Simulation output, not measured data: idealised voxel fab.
Presented below is a process module, voxel transistor to metal.
Displayed cross-section: cut, width of 160 nm, square cells sized 5 nm.
Cross-section spec: square-cell grid; bands listed top down; each band is one or more rows. Top, bottom (nm), then materials left to right with widths (nm); lone material tagged "edge to edge" fills the whole band edge to edge; "blank" = empty space. Below 0: as-received wafer, all one material; heights counted from there. Lowest band: no bottom, goes on down, written "0 and below". So if you see something like "30->40" for the width, read it as the top row of the band sitting at the first number and the bottom row at the second, with every row in between moving by the same amount as the last. "remained the same" after a step means that no cell of the cross-section changed. Empty spaces without an open route to the top, at least 8 cells in extent, make up the entry "Completely sealed voids"; each is given as width x height at distance, where the distance is measured from the left edge, and all are in nm. It should be noted that, on the line of a given step, the content following the step's settings is a remark produced by the simulator itself with respect to that step. If you see "overlay nm" on a step's line and that step has a mask, it's telling you how far right of where it was planned the mask ended up; a negative number means it went left instead.

### This section lists the process steps that were planned
1,RECEIVE: material Si
2,CONFORMAL_DEP: material SiO2, thk nm 5
3,CONFORMAL_DEP: material SiN, thk nm 10
4,PATTERN: tone cover, mask id ACTIVE, material resist, width nm 125, thk nm 20, overlay nm 0
5,DIRECTIONAL_ETCH: etch materials SiN, depth nm 10
6,DIRECTIONAL_ETCH: etch materials SiO2, depth nm 5
7,DIRECTIONAL_ETCH: etch materials Si, depth nm 35
8,STRIP: etch materials resist
9,FILL_DEP: material SiO2, thk nm 15
10,CMP: height nm 15
11,SELECTIVE_ETCH: etch materials SiO2, depth nm 5
12,STRIP: etch materials SiN
13,SELECTIVE_ETCH: etch materials SiO2, depth nm 5
14,OXIDIZE: depth nm 5
15,DIRECTIONAL_DEP: material polySi, thk nm 20
16,DIRECTIONAL_DEP: material SiCN, thk nm 10
17,PATTERN: tone cover, mask id GATE, material resist, width nm 35, thk nm 15, overlay nm 0
18,DIRECTIONAL_ETCH: etch materials SiCN, depth nm 20
19,DIRECTIONAL_ETCH: etch materials polySi, depth nm 30
20,STRIP: etch materials resist
21,CONFORMAL_DEP: material SiO2, thk nm 5
22,DIRECTIONAL_ETCH: etch materials SiO2, depth nm 5
23,CONFORMAL_DEP: material SiN, thk nm 5
24,DIRECTIONAL_ETCH: etch materials SiN, depth nm 5
25,DIRECTIONAL_ETCH: etch materials SiO2, depth nm 5
26,DIRECTIONAL_ETCH: etch materials Si, depth nm 5
27,EPI: material SiGe, thk nm 5
28,FILL_DEP: material SiO2, thk nm 5
29,CMP: height nm 20
30,STRIP: etch materials polySi
31,SELECTIVE_ETCH: etch materials SiO2, depth nm 5
32,CONFORMAL_DEP: material HfO2, thk nm 5
33,CONFORMAL_DEP: material TiN, thk nm 5
34,FILL_DEP: material W, thk nm 5
35,CMP: height nm 15
36,DIRECTIONAL_DEP: material SiO2, thk nm 15
37,MASKED_ETCH: tone open, mask id CONTACT, width nm 20, pitch nm 85, etch materials SiO2, depth nm 35, overlay nm 0
38,CONFORMAL_DEP: material TiN, thk nm 5
39,FILL_DEP: material Ru, thk nm 5
40,CMP: height nm 30
41,CONFORMAL_DEP: material SiN, thk nm 5
42,DIRECTIONAL_DEP: material lowk, thk nm 20
43,PATTERN: tone open, mask id METAL_1, material resist, width nm 20, pitch nm 85, thk nm 20, overlay nm 0
44,DIRECTIONAL_ETCH: etch materials lowk, depth nm 20
45,DIRECTIONAL_ETCH: etch materials SiN, depth nm 5
46,STRIP: etch materials resist
47,CONFORMAL_DEP: material TiN, thk nm 5
48,FILL_DEP: material Ru, thk nm 5
49,CMP: height nm 55
50,CONFORMAL_DEP: material SiCN, thk nm 5
51,DIRECTIONAL_DEP: material SiO2, thk nm 30
52,PATTERN: tone open, mask id METAL_2_HOLES, material resist, width nm 15, pitch nm 85, thk nm 20, overlay nm 0
53,DIRECTIONAL_ETCH: etch materials SiO2, depth nm 30
54,STRIP: etch materials resist
55,PATTERN: tone open, mask id METAL_2, material resist, width nm 20, pitch nm 85, thk nm 15, overlay nm 0
56,DIRECTIONAL_ETCH: etch materials SiO2, depth nm 15
57,DIRECTIONAL_ETCH: etch materials SiCN, depth nm 5
58,STRIP: etch materials resist
59,CONFORMAL_DEP: material TiN, thk nm 5
60,FILL_DEP: material Cu, thk nm 10
61,CMP: height nm 90
62,CONFORMAL_DEP: material SiN, thk nm 5

### First of two wafers: run as planned

### as received, after step 1
	0 and below | Si edge to edge
	Completely sealed voids: none

### Take a look at the wafer's cross-section after step 2
	5 down to 0 | SiO2 edge to edge
	Unchanged below 0.

### Take a look at the wafer's cross-section after step 3
	15 down to 5 | SiN edge to edge
	Unchanged below 5.

### Take a look at the wafer's cross-section after step 4
	35 down to 15 | 15 nm blank  125 nm resist  20 nm blank
	Unchanged below 15.

### Take a look at the wafer's cross-section after step 5
	35 down to 15 | 15 nm blank  125 nm resist  20 nm blank
	15 down to 5 | 15 nm blank  125 nm SiN  20 nm blank
	Unchanged below 5.

### Take a look at the wafer's cross-section after step 6
	35 down to 15 | 15 nm blank  125 nm resist  20 nm blank
	15 down to 5 | 15 nm blank  125 nm SiN  20 nm blank
	5 down to 0 | 15 nm blank  125 nm SiO2  20 nm blank
	Unchanged below 0.

### Take a look at the wafer's cross-section after step 7
	35 down to 15 | 15 nm blank  125 nm resist  20 nm blank
	15 down to 5 | 15 nm blank  125 nm SiN  20 nm blank
	5 down to 0 | 15 nm blank  125 nm SiO2  20 nm blank
	0 down to -35 | 15 nm blank  125 nm Si  20 nm blank
	Unchanged below -35.

### Take a look at the wafer's cross-section after step 8
	15 down to 5 | 15 nm blank  125 nm SiN  20 nm blank
	Unchanged below 5.

### Take a look at the wafer's cross-section after step 9
	30 down to 15 | SiO2 edge to edge
	15 down to 5 | 15 nm SiO2  125 nm SiN  20 nm SiO2
	5 down to 0 | SiO2 edge to edge
	0 down to -35 | 15 nm SiO2  125 nm Si  20 nm SiO2
	Unchanged below -35.

### Take a look at the wafer's cross-section after step 10
	15 down to 5 | 15 nm SiO2  125 nm SiN  20 nm SiO2
	Unchanged below 5.

### Take a look at the wafer's cross-section after step 11
	15 down to 10 | 15 nm blank  125 nm SiN  20 nm blank
	Unchanged below 10.

### Take a look at the wafer's cross-section after step 12
	10 down to 5 | 15 nm SiO2  125 nm blank  20 nm SiO2
	Unchanged below 5.

### Take a look at the wafer's cross-section after step 13
	5 down to 0 | 10 nm SiO2  135 nm blank  15 nm SiO2
	Unchanged below 0.

### Take a look at the wafer's cross-section after step 14
	5 down to 0 | 10 nm SiO2  135 nm blank  15 nm SiO2
	0 down to -5 | SiO2 edge to edge
	Unchanged below -5.

### Take a look at the wafer's cross-section after step 15
	25 down to 20 | 10 nm polySi  135 nm blank  15 nm polySi
	20 down to 5 | polySi edge to edge
	5 down to 0 | 10 nm SiO2  135 nm polySi  15 nm SiO2
	Unchanged below 0.

### Take a look at the wafer's cross-section after step 16
	35 down to 30 | 10 nm SiCN  135 nm blank  15 nm SiCN
	30 down to 25 | SiCN edge to edge
	25 down to 20 | 10 nm polySi  135 nm SiCN  15 nm polySi
	Unchanged below 20.

### Take a look at the wafer's cross-section after step 17
	50 down to 35 | 60 nm blank  35 nm resist  65 nm blank
	35 down to 30 | 10 nm SiCN  50 nm blank  35 nm resist  50 nm blank  15 nm SiCN
	Unchanged below 30.

### Take a look at the wafer's cross-section after step 18
	50 down to 30 | 60 nm blank  35 nm resist  65 nm blank
	30 down to 25 | 60 nm blank  35 nm SiCN  65 nm blank
	25 down to 20 | 10 nm polySi  50 nm blank  35 nm SiCN  50 nm blank  15 nm polySi
	Unchanged below 20.

### Take a look at the wafer's cross-section after step 19
	50 down to 30 | 60 nm blank  35 nm resist  65 nm blank
	30 down to 20 | 60 nm blank  35 nm SiCN  65 nm blank
	20 down to 5 | 60 nm blank  35 nm polySi  65 nm blank
	5 down to 0 | 10 nm SiO2  50 nm blank  35 nm polySi  50 nm blank  15 nm SiO2
	Unchanged below 0.

### Take a look at the wafer's cross-section after step 20
	30 down to 20 | 60 nm blank  35 nm SiCN  65 nm blank
	Unchanged below 20.

### Take a look at the wafer's cross-section after step 21
	35 down to 30 | 55 nm blank  45 nm SiO2  60 nm blank
	30 down to 20 | 55 nm blank  5 nm SiO2  35 nm SiCN  5 nm SiO2  60 nm blank
	20 down to 10 | 55 nm blank  5 nm SiO2  35 nm polySi  5 nm SiO2  60 nm blank
	10 down to 5 | 15 nm SiO2  40 nm blank  5 nm SiO2  35 nm polySi  5 nm SiO2  40 nm blank  20 nm SiO2
	5 down to 0 | 60 nm SiO2  35 nm polySi  65 nm SiO2
	Unchanged below 0.

### Take a look at the wafer's cross-section after step 22
	30 down to 20 | 55 nm blank  5 nm SiO2  35 nm SiCN  5 nm SiO2  60 nm blank
	20 down to 5 | 55 nm blank  5 nm SiO2  35 nm polySi  5 nm SiO2  60 nm blank
	5 down to 0 | 15 nm SiO2  40 nm blank  5 nm SiO2  35 nm polySi  5 nm SiO2  40 nm blank  20 nm SiO2
	Unchanged below 0.

### Take a look at the wafer's cross-section after step 23
	35 down to 30 | 50 nm blank  55 nm SiN  55 nm blank
	30 down to 20 | 50 nm blank  5 nm SiN  5 nm SiO2  35 nm SiCN  5 nm SiO2  5 nm SiN  55 nm blank
	20 down to 10 | 50 nm blank  5 nm SiN  5 nm SiO2  35 nm polySi  5 nm SiO2  5 nm SiN  55 nm blank
	10 down to 5 | 20 nm SiN  30 nm blank  5 nm SiN  5 nm SiO2  35 nm polySi  5 nm SiO2  5 nm SiN  30 nm blank  25 nm SiN
	5 down to 0 | 15 nm SiO2  40 nm SiN  5 nm SiO2  35 nm polySi  5 nm SiO2  40 nm SiN  20 nm SiO2
	Unchanged below 0.

### Take a look at the wafer's cross-section after step 24
	30 down to 20 | 50 nm blank  5 nm SiN  5 nm SiO2  35 nm SiCN  5 nm SiO2  5 nm SiN  55 nm blank
	20 down to 5 | 50 nm blank  5 nm SiN  5 nm SiO2  35 nm polySi  5 nm SiO2  5 nm SiN  55 nm blank
	5 down to 0 | 15 nm SiO2  5 nm SiN  30 nm blank  5 nm SiN  5 nm SiO2  35 nm polySi  5 nm SiO2  5 nm SiN  30 nm blank  5 nm SiN  20 nm SiO2
	Unchanged below 0.

### Take a look at the wafer's cross-section after step 25
	30 down to 25 | 50 nm blank  5 nm SiN  5 nm blank  35 nm SiCN  5 nm blank  5 nm SiN  55 nm blank
	25 down to 20 | 50 nm blank  5 nm SiN  5 nm SiO2  35 nm SiCN  5 nm SiO2  5 nm SiN  55 nm blank
	20 down to 5 | 50 nm blank  5 nm SiN  5 nm SiO2  35 nm polySi  5 nm SiO2  5 nm SiN  55 nm blank
	5 down to 0 | 15 nm blank  5 nm SiN  30 nm blank  5 nm SiN  5 nm SiO2  35 nm polySi  5 nm SiO2  5 nm SiN  30 nm blank  5 nm SiN  20 nm blank
	0 down to -5 | 20 nm SiO2  30 nm blank  55 nm SiO2  30 nm blank  25 nm SiO2
	Unchanged below -5.

### Take a look at the wafer's cross-section after step 26
	30 down to 25 | 50 nm blank  5 nm SiN  5 nm blank  35 nm SiCN  5 nm blank  5 nm SiN  55 nm blank
	25 down to 20 | 50 nm blank  5 nm SiN  5 nm SiO2  35 nm SiCN  5 nm SiO2  5 nm SiN  55 nm blank
	20 down to 5 | 50 nm blank  5 nm SiN  5 nm SiO2  35 nm polySi  5 nm SiO2  5 nm SiN  55 nm blank
	5 down to 0 | 15 nm blank  5 nm SiN  30 nm blank  5 nm SiN  5 nm SiO2  35 nm polySi  5 nm SiO2  5 nm SiN  30 nm blank  5 nm SiN  20 nm blank
	0 down to -5 | 20 nm SiO2  30 nm blank  55 nm SiO2  30 nm blank  25 nm SiO2
	-5 down to -10 | 15 nm SiO2  5 nm Si  30 nm blank  55 nm Si  30 nm blank  5 nm Si  20 nm SiO2
	Unchanged below -10.

### Take a look at the wafer's cross-section after step 27
	30 down to 25 | 50 nm blank  5 nm SiN  5 nm blank  35 nm SiCN  5 nm blank  5 nm SiN  55 nm blank
	25 down to 20 | 50 nm blank  5 nm SiN  5 nm SiO2  35 nm SiCN  5 nm SiO2  5 nm SiN  55 nm blank
	20 down to 5 | 50 nm blank  5 nm SiN  5 nm SiO2  35 nm polySi  5 nm SiO2  5 nm SiN  55 nm blank
	5 down to 0 | 15 nm blank  5 nm SiN  30 nm blank  5 nm SiN  5 nm SiO2  35 nm polySi  5 nm SiO2  5 nm SiN  30 nm blank  5 nm SiN  20 nm blank
	0 down to -5 | 20 nm SiO2  5 nm SiGe  20 nm blank  5 nm SiGe  55 nm SiO2  5 nm SiGe  20 nm blank  5 nm SiGe  25 nm SiO2
	-5 down to -10 | 15 nm SiO2  5 nm Si  30 nm SiGe  55 nm Si  30 nm SiGe  5 nm Si  20 nm SiO2
	Unchanged below -10.

### Take a look at the wafer's cross-section after step 28
	35 down to 30 | SiO2 edge to edge
	30 down to 20 | 50 nm SiO2  5 nm SiN  5 nm SiO2  35 nm SiCN  5 nm SiO2  5 nm SiN  55 nm SiO2
	20 down to 5 | 50 nm SiO2  5 nm SiN  5 nm SiO2  35 nm polySi  5 nm SiO2  5 nm SiN  55 nm SiO2
	5 down to 0 | 15 nm SiO2  5 nm SiN  30 nm SiO2  5 nm SiN  5 nm SiO2  35 nm polySi  5 nm SiO2  5 nm SiN  30 nm SiO2  5 nm SiN  20 nm SiO2
	0 down to -5 | 20 nm SiO2  5 nm SiGe  20 nm SiO2  5 nm SiGe  55 nm SiO2  5 nm SiGe  20 nm SiO2  5 nm SiGe  25 nm SiO2
	Unchanged below -5.

### Take a look at the wafer's cross-section after step 29
	20 down to 5 | 50 nm SiO2  5 nm SiN  5 nm SiO2  35 nm polySi  5 nm SiO2  5 nm SiN  55 nm SiO2
	Unchanged below 5.

### Take a look at the wafer's cross-section after step 30
	20 down to 5 | 50 nm SiO2  5 nm SiN  5 nm SiO2  35 nm blank  5 nm SiO2  5 nm SiN  55 nm SiO2
	5 down to 0 | 15 nm SiO2  5 nm SiN  30 nm SiO2  5 nm SiN  5 nm SiO2  35 nm blank  5 nm SiO2  5 nm SiN  30 nm SiO2  5 nm SiN  20 nm SiO2
	Unchanged below 0.

### Take a look at the wafer's cross-section after step 31
	20 down to 15 | 50 nm blank  5 nm SiN  45 nm blank  5 nm SiN  55 nm blank
	15 down to 5 | 50 nm SiO2  5 nm SiN  45 nm blank  5 nm SiN  55 nm SiO2
	5 down to 0 | 15 nm SiO2  5 nm SiN  30 nm SiO2  5 nm SiN  45 nm blank  5 nm SiN  30 nm SiO2  5 nm SiN  20 nm SiO2
	0 down to -5 | 20 nm SiO2  5 nm SiGe  20 nm SiO2  5 nm SiGe  5 nm SiO2  45 nm blank  5 nm SiO2  5 nm SiGe  20 nm SiO2  5 nm SiGe  25 nm SiO2
	Unchanged below -5.

### Take a look at the wafer's cross-section after step 32
	25 down to 20 | 45 nm blank  15 nm HfO2  35 nm blank  15 nm HfO2  50 nm blank
	20 down to 15 | 50 nm HfO2  5 nm SiN  5 nm HfO2  35 nm blank  5 nm HfO2  5 nm SiN  55 nm HfO2
	15 down to 5 | 50 nm SiO2  5 nm SiN  5 nm HfO2  35 nm blank  5 nm HfO2  5 nm SiN  55 nm SiO2
	5 down to 0 | 15 nm SiO2  5 nm SiN  30 nm SiO2  5 nm SiN  5 nm HfO2  35 nm blank  5 nm HfO2  5 nm SiN  30 nm SiO2  5 nm SiN  20 nm SiO2
	0 down to -5 | 20 nm SiO2  5 nm SiGe  20 nm SiO2  5 nm SiGe  5 nm SiO2  45 nm HfO2  5 nm SiO2  5 nm SiGe  20 nm SiO2  5 nm SiGe  25 nm SiO2
	Unchanged below -5.

### Take a look at the wafer's cross-section after step 33
	30 down to 25 | 40 nm blank  25 nm TiN  25 nm blank  25 nm TiN  45 nm blank
	25 down to 20 | 45 nm TiN  15 nm HfO2  5 nm TiN  25 nm blank  5 nm TiN  15 nm HfO2  50 nm TiN
	20 down to 15 | 50 nm HfO2  5 nm SiN  5 nm HfO2  5 nm TiN  25 nm blank  5 nm TiN  5 nm HfO2  5 nm SiN  55 nm HfO2
	15 down to 5 | 50 nm SiO2  5 nm SiN  5 nm HfO2  5 nm TiN  25 nm blank  5 nm TiN  5 nm HfO2  5 nm SiN  55 nm SiO2
	5 down to 0 | 15 nm SiO2  5 nm SiN  30 nm SiO2  5 nm SiN  5 nm HfO2  35 nm TiN  5 nm HfO2  5 nm SiN  30 nm SiO2  5 nm SiN  20 nm SiO2
	Unchanged below 0.

### Take a look at the wafer's cross-section after step 34
	35 down to 30 | W edge to edge
	30 down to 25 | 40 nm W  25 nm TiN  25 nm W  25 nm TiN  45 nm W
	25 down to 20 | 45 nm TiN  15 nm HfO2  5 nm TiN  25 nm W  5 nm TiN  15 nm HfO2  50 nm TiN
	20 down to 15 | 50 nm HfO2  5 nm SiN  5 nm HfO2  5 nm TiN  25 nm W  5 nm TiN  5 nm HfO2  5 nm SiN  55 nm HfO2
	15 down to 5 | 50 nm SiO2  5 nm SiN  5 nm HfO2  5 nm TiN  25 nm W  5 nm TiN  5 nm HfO2  5 nm SiN  55 nm SiO2
	Unchanged below 5.

### Take a look at the wafer's cross-section after step 35
	15 down to 5 | 50 nm SiO2  5 nm SiN  5 nm HfO2  5 nm TiN  25 nm W  5 nm TiN  5 nm HfO2  5 nm SiN  55 nm SiO2
	Unchanged below 5.

### Take a look at the wafer's cross-section after step 36
	30 down to 15 | SiO2 edge to edge
	Unchanged below 15.

### Take a look at the wafer's cross-section after step 37
	30 down to 15 | 25 nm SiO2  20 nm blank  65 nm SiO2  20 nm blank  30 nm SiO2
	15 down to 5 | 25 nm SiO2  20 nm blank  5 nm SiO2  5 nm SiN  5 nm HfO2  5 nm TiN  25 nm W  5 nm TiN  5 nm HfO2  5 nm SiN  5 nm SiO2  20 nm blank  30 nm SiO2
	5 down to 0 | 15 nm SiO2  5 nm SiN  5 nm SiO2  20 nm blank  5 nm SiO2  5 nm SiN  5 nm HfO2  35 nm TiN  5 nm HfO2  5 nm SiN  5 nm SiO2  20 nm blank  5 nm SiO2  5 nm SiN  20 nm SiO2
	0 down to -5 | 20 nm SiO2  5 nm SiGe  20 nm blank  5 nm SiGe  5 nm SiO2  45 nm HfO2  5 nm SiO2  5 nm SiGe  20 nm blank  5 nm SiGe  25 nm SiO2
	Unchanged below -5.

### Take a look at the wafer's cross-section after step 38
	35 down to 30 | 30 nm TiN  10 nm blank  75 nm TiN  10 nm blank  35 nm TiN
	30 down to 15 | 25 nm SiO2  5 nm TiN  10 nm blank  5 nm TiN  65 nm SiO2  5 nm TiN  10 nm blank  5 nm TiN  30 nm SiO2
	15 down to 5 | 25 nm SiO2  5 nm TiN  10 nm blank  5 nm TiN  5 nm SiO2  5 nm SiN  5 nm HfO2  5 nm TiN  25 nm W  5 nm TiN  5 nm HfO2  5 nm SiN  5 nm SiO2  5 nm TiN  10 nm blank  5 nm TiN  30 nm SiO2
	5 down to 0 | 15 nm SiO2  5 nm SiN  5 nm SiO2  5 nm TiN  10 nm blank  5 nm TiN  5 nm SiO2  5 nm SiN  5 nm HfO2  35 nm TiN  5 nm HfO2  5 nm SiN  5 nm SiO2  5 nm TiN  10 nm blank  5 nm TiN  5 nm SiO2  5 nm SiN  20 nm SiO2
	0 down to -5 | 20 nm SiO2  5 nm SiGe  20 nm TiN  5 nm SiGe  5 nm SiO2  45 nm HfO2  5 nm SiO2  5 nm SiGe  20 nm TiN  5 nm SiGe  25 nm SiO2
	Unchanged below -5.

### Take a look at the wafer's cross-section after step 39
	40 down to 35 | Ru edge to edge
	35 down to 30 | 30 nm TiN  10 nm Ru  75 nm TiN  10 nm Ru  35 nm TiN
	30 down to 15 | 25 nm SiO2  5 nm TiN  10 nm Ru  5 nm TiN  65 nm SiO2  5 nm TiN  10 nm Ru  5 nm TiN  30 nm SiO2
	15 down to 5 | 25 nm SiO2  5 nm TiN  10 nm Ru  5 nm TiN  5 nm SiO2  5 nm SiN  5 nm HfO2  5 nm TiN  25 nm W  5 nm TiN  5 nm HfO2  5 nm SiN  5 nm SiO2  5 nm TiN  10 nm Ru  5 nm TiN  30 nm SiO2
	5 down to 0 | 15 nm SiO2  5 nm SiN  5 nm SiO2  5 nm TiN  10 nm Ru  5 nm TiN  5 nm SiO2  5 nm SiN  5 nm HfO2  35 nm TiN  5 nm HfO2  5 nm SiN  5 nm SiO2  5 nm TiN  10 nm Ru  5 nm TiN  5 nm SiO2  5 nm SiN  20 nm SiO2
	Unchanged below 0.

### Take a look at the wafer's cross-section after step 40
	30 down to 15 | 25 nm SiO2  5 nm TiN  10 nm Ru  5 nm TiN  65 nm SiO2  5 nm TiN  10 nm Ru  5 nm TiN  30 nm SiO2
	Unchanged below 15.

### Take a look at the wafer's cross-section after step 41
	35 down to 30 | SiN edge to edge
	Unchanged below 30.

### Take a look at the wafer's cross-section after step 42
	55 down to 35 | lowk edge to edge
	Unchanged below 35.

### Take a look at the wafer's cross-section after step 43
	75 down to 55 | 25 nm resist  20 nm blank  65 nm resist  20 nm blank  30 nm resist
	Unchanged below 55.

### Take a look at the wafer's cross-section after step 44
	75 down to 55 | 25 nm resist  20 nm blank  65 nm resist  20 nm blank  30 nm resist
	55 down to 35 | 25 nm lowk  20 nm blank  65 nm lowk  20 nm blank  30 nm lowk
	Unchanged below 35.

### Take a look at the wafer's cross-section after step 45
	75 down to 55 | 25 nm resist  20 nm blank  65 nm resist  20 nm blank  30 nm resist
	55 down to 35 | 25 nm lowk  20 nm blank  65 nm lowk  20 nm blank  30 nm lowk
	35 down to 30 | 25 nm SiN  20 nm blank  65 nm SiN  20 nm blank  30 nm SiN
	Unchanged below 30.

### Take a look at the wafer's cross-section after step 46
	55 down to 35 | 25 nm lowk  20 nm blank  65 nm lowk  20 nm blank  30 nm lowk
	Unchanged below 35.

### Take a look at the wafer's cross-section after step 47
	60 down to 55 | 30 nm TiN  10 nm blank  75 nm TiN  10 nm blank  35 nm TiN
	55 down to 35 | 25 nm lowk  5 nm TiN  10 nm blank  5 nm TiN  65 nm lowk  5 nm TiN  10 nm blank  5 nm TiN  30 nm lowk
	35 down to 30 | 25 nm SiN  20 nm TiN  65 nm SiN  20 nm TiN  30 nm SiN
	Unchanged below 30.

### Take a look at the wafer's cross-section after step 48
	65 down to 60 | Ru edge to edge
	60 down to 55 | 30 nm TiN  10 nm Ru  75 nm TiN  10 nm Ru  35 nm TiN
	55 down to 35 | 25 nm lowk  5 nm TiN  10 nm Ru  5 nm TiN  65 nm lowk  5 nm TiN  10 nm Ru  5 nm TiN  30 nm lowk
	Unchanged below 35.

### Take a look at the wafer's cross-section after step 49
	55 down to 35 | 25 nm lowk  5 nm TiN  10 nm Ru  5 nm TiN  65 nm lowk  5 nm TiN  10 nm Ru  5 nm TiN  30 nm lowk
	Unchanged below 35.

### Take a look at the wafer's cross-section after step 50
	60 down to 55 | SiCN edge to edge
	Unchanged below 55.

### Take a look at the wafer's cross-section after step 51
	90 down to 60 | SiO2 edge to edge
	Unchanged below 60.

### Take a look at the wafer's cross-section after step 52
	110 down to 90 | 25 nm resist  15 nm blank  70 nm resist  15 nm blank  35 nm resist
	Unchanged below 90.

### Take a look at the wafer's cross-section after step 53
	110 down to 90 | 25 nm resist  15 nm blank  70 nm resist  15 nm blank  35 nm resist
	90 down to 60 | 25 nm SiO2  15 nm blank  70 nm SiO2  15 nm blank  35 nm SiO2
	Unchanged below 60.

### Take a look at the wafer's cross-section after step 54
	90 down to 60 | 25 nm SiO2  15 nm blank  70 nm SiO2  15 nm blank  35 nm SiO2
	Unchanged below 60.

### Take a look at the wafer's cross-section after step 55
	105 down to 90 | 25 nm resist  20 nm blank  65 nm resist  20 nm blank  30 nm resist
	Unchanged below 90.

### Take a look at the wafer's cross-section after step 56
	105 down to 90 | 25 nm resist  20 nm blank  65 nm resist  20 nm blank  30 nm resist
	90 down to 75 | 25 nm SiO2  20 nm blank  65 nm SiO2  20 nm blank  30 nm SiO2
	Unchanged below 75.

### Take a look at the wafer's cross-section after step 57
	105 down to 90 | 25 nm resist  20 nm blank  65 nm resist  20 nm blank  30 nm resist
	90 down to 75 | 25 nm SiO2  20 nm blank  65 nm SiO2  20 nm blank  30 nm SiO2
	75 down to 60 | 25 nm SiO2  15 nm blank  70 nm SiO2  15 nm blank  35 nm SiO2
	60 down to 55 | 25 nm SiCN  15 nm blank  70 nm SiCN  15 nm blank  35 nm SiCN
	Unchanged below 55.

### Take a look at the wafer's cross-section after step 58
	90 down to 75 | 25 nm SiO2  20 nm blank  65 nm SiO2  20 nm blank  30 nm SiO2
	Unchanged below 75.

### Take a look at the wafer's cross-section after step 59
	95 down to 90 | 30 nm TiN  10 nm blank  75 nm TiN  10 nm blank  35 nm TiN
	90 down to 80 | 25 nm SiO2  5 nm TiN  10 nm blank  5 nm TiN  65 nm SiO2  5 nm TiN  10 nm blank  5 nm TiN  30 nm SiO2
	80 down to 75 | 25 nm SiO2  5 nm TiN  5 nm blank  10 nm TiN  65 nm SiO2  5 nm TiN  5 nm blank  10 nm TiN  30 nm SiO2
	75 down to 60 | 25 nm SiO2  5 nm TiN  5 nm blank  5 nm TiN  70 nm SiO2  5 nm TiN  5 nm blank  5 nm TiN  35 nm SiO2
	60 down to 55 | 25 nm SiCN  15 nm TiN  70 nm SiCN  15 nm TiN  35 nm SiCN
	Unchanged below 55.

### Take a look at the wafer's cross-section after step 60
	105 down to 95 | Cu edge to edge
	95 down to 90 | 30 nm TiN  10 nm Cu  75 nm TiN  10 nm Cu  35 nm TiN
	90 down to 80 | 25 nm SiO2  5 nm TiN  10 nm Cu  5 nm TiN  65 nm SiO2  5 nm TiN  10 nm Cu  5 nm TiN  30 nm SiO2
	80 down to 75 | 25 nm SiO2  5 nm TiN  5 nm Cu  10 nm TiN  65 nm SiO2  5 nm TiN  5 nm Cu  10 nm TiN  30 nm SiO2
	75 down to 60 | 25 nm SiO2  5 nm TiN  5 nm Cu  5 nm TiN  70 nm SiO2  5 nm TiN  5 nm Cu  5 nm TiN  35 nm SiO2
	Unchanged below 60.

### Take a look at the wafer's cross-section after step 61
	90 down to 80 | 25 nm SiO2  5 nm TiN  10 nm Cu  5 nm TiN  65 nm SiO2  5 nm TiN  10 nm Cu  5 nm TiN  30 nm SiO2
	Unchanged below 80.

### Take a look at the wafer's cross-section after step 62
	95 down to 90 | SiN edge to edge
	Unchanged below 90.

### Regarding the second of the two wafers: it shared the first wafer's starting condition and process plan, yet one error occurred during its execution. Its history coincides with that of the first wafer up to and including step 54

### What the second wafer looks like in cross-section when step 55 should have wrapped up
	105 down to 90 | 25 nm blank  20 nm resist  65 nm blank  20 nm resist  30 nm blank
	90 down to 60 | 25 nm SiO2  15 nm resist  70 nm SiO2  15 nm resist  35 nm SiO2
	Unchanged below 60.

### What the second wafer looks like in cross-section when step 56 should have wrapped up
	105 down to 90 | 25 nm blank  20 nm resist  65 nm blank  20 nm resist  30 nm blank
	90 down to 75 | 25 nm blank  15 nm resist  5 nm SiO2  65 nm blank  15 nm resist  5 nm SiO2  30 nm blank
	Unchanged below 75.

What the second wafer looks like in cross-section when step 57 should have wrapped up: remained the same

### What the second wafer looks like in cross-section when step 58 should have wrapped up
	90 down to 75 | 40 nm blank  5 nm SiO2  80 nm blank  5 nm SiO2  30 nm blank
	75 down to 60 | 25 nm SiO2  15 nm blank  70 nm SiO2  15 nm blank  35 nm SiO2
	Unchanged below 60.

### What the second wafer looks like in cross-section when step 59 should have wrapped up
	95 down to 90 | 35 nm blank  15 nm TiN  70 nm blank  15 nm TiN  25 nm blank
	90 down to 80 | 35 nm blank  5 nm TiN  5 nm SiO2  5 nm TiN  70 nm blank  5 nm TiN  5 nm SiO2  5 nm TiN  25 nm blank
	80 down to 75 | 30 nm TiN  5 nm blank  5 nm TiN  5 nm SiO2  70 nm TiN  5 nm blank  5 nm TiN  5 nm SiO2  30 nm TiN
	75 down to 65 | 25 nm SiO2  5 nm TiN  5 nm blank  5 nm TiN  70 nm SiO2  5 nm TiN  5 nm blank  5 nm TiN  35 nm SiO2
	65 down to 60 | 25 nm SiO2  15 nm TiN  70 nm SiO2  15 nm TiN  35 nm SiO2
	Unchanged below 60.

### What the second wafer looks like in cross-section when step 60 should have wrapped up
	105 down to 95 | Cu edge to edge
	95 down to 90 | 35 nm Cu  15 nm TiN  70 nm Cu  15 nm TiN  25 nm Cu
	90 down to 80 | 35 nm Cu  5 nm TiN  5 nm SiO2  5 nm TiN  70 nm Cu  5 nm TiN  5 nm SiO2  5 nm TiN  25 nm Cu
	80 down to 75 | 30 nm TiN  5 nm Cu  5 nm TiN  5 nm SiO2  70 nm TiN  5 nm Cu  5 nm TiN  5 nm SiO2  30 nm TiN
	75 down to 65 | 25 nm SiO2  5 nm TiN  5 nm Cu  5 nm TiN  70 nm SiO2  5 nm TiN  5 nm Cu  5 nm TiN  35 nm SiO2
	Unchanged below 65.

### What the second wafer looks like in cross-section when step 61 should have wrapped up
	90 down to 80 | 35 nm Cu  5 nm TiN  5 nm SiO2  5 nm TiN  70 nm Cu  5 nm TiN  5 nm SiO2  5 nm TiN  25 nm Cu
	Unchanged below 80.

### What the second wafer looks like in cross-section when step 62 should have wrapped up
	95 down to 90 | SiN edge to edge
	Unchanged below 90.
Run error: step 55 did not use the planned setting and instead ran as PATTERN: tone cover, mask id METAL_2, material resist, width nm 20, pitch nm 85, thk nm 15, overlay nm 0
Once processing is complete, comparing cell counts shows that the second wafer has more or fewer of certain materials than the first: Cu: 42 more | SiCN: 6 more | SiO2: 66 fewer | TiN: 18 more
